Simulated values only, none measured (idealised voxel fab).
process module | voxel tone inversion
cross-section cut | 200 nm wide | cells 5 nm
A cross-section is a grid of square cells, given in bands from the top down. A band is one or more rows of cells.
Each band's line starts with the height of the band's top and of its bottom, in nm. Then come its materials from left to right, each with its width in nm. One material with "throughout" fills the band from edge to edge. "air" is empty space.
Height 0 is the level under which the wafer as received is all one material. The lowest band goes on downwards, as in "0 down".
A width such as "30 to 40" changes by the same amount from each row of cells to the next, from the band's top row to its bottom row.
"no change" after a step means that no cell of the cross-section changed.
closed voids: empty space of 8 cells or more with no open way to the top, each as width x height at its distance from the left edge, in nm
after a step's settings: what the simulator itself notes on the step
overlay nm, on a step with a mask: how far to the right of its planned place the mask lay; to the left if negative
plan
1 op RECEIVE | material Si
2 op CONFORMAL_DEP | material SiN | thk nm 10
3 op DIRECTIONAL_DEP | material polySi | thk nm 15
4 op PATTERN | tone cover | mask id POSTS | material resist | width nm 15 | pitch nm 35 | thk nm 25 | overlay nm 0
5 op DIRECTIONAL_ETCH | etch materials polySi | depth nm 15
6 op STRIP | etch materials resist
7 op FILL_DEP | material SiO2 | thk nm 10
8 op CMP | height nm 25
9 op STRIP | etch materials polySi
10 op CONFORMAL_DEP | material TiN | thk nm 5
11 op FILL_DEP | material Ru | thk nm 10
12 op CMP | height nm 25
13 op CONFORMAL_DEP | material SiN | thk nm 5
as received, after step 1
  0 down: Si throughout
  closed voids: none
first wafer at the end, as planned
  30 to 25: SiN throughout
  25 to 15: SiO2 55 | TiN 5 | Ru 5 | TiN 5 | SiO2 20 | TiN 5 | Ru 5 | TiN 5 | SiO2 20 | TiN 5 | Ru 5 | TiN 5 | SiO2 60
  15 to 10: SiO2 55 | TiN 15 | SiO2 20 | TiN 15 | SiO2 20 | TiN 15 | SiO2 60
  10 to 0: SiN throughout
  0 down: Si throughout
  closed voids: none
second wafer at the end: like start, like plan, one mistake
  30 to 25: SiN throughout
  25 to 15: SiO2 55 | TiN 5 | Ru 10 | TiN 5 | SiO2 15 | TiN 5 | Ru 10 | TiN 5 | SiO2 15 | TiN 5 | Ru 10 | TiN 5 | SiO2 55
  15 to 10: SiO2 55 | TiN 20 | SiO2 15 | TiN 20 | SiO2 15 | TiN 20 | SiO2 55
  10 to 0: SiN throughout
  0 down: Si throughout
  closed voids: none
what went wrong: step 4 ran as: op PATTERN | tone cover | mask id POSTS | material resist | width nm 20 | pitch nm 35 | thk nm 25 | overlay nm 0
at the end the second wafer has, in cells: 6 more of Ru | 9 fewer of SiO2 | 3 more of TiN
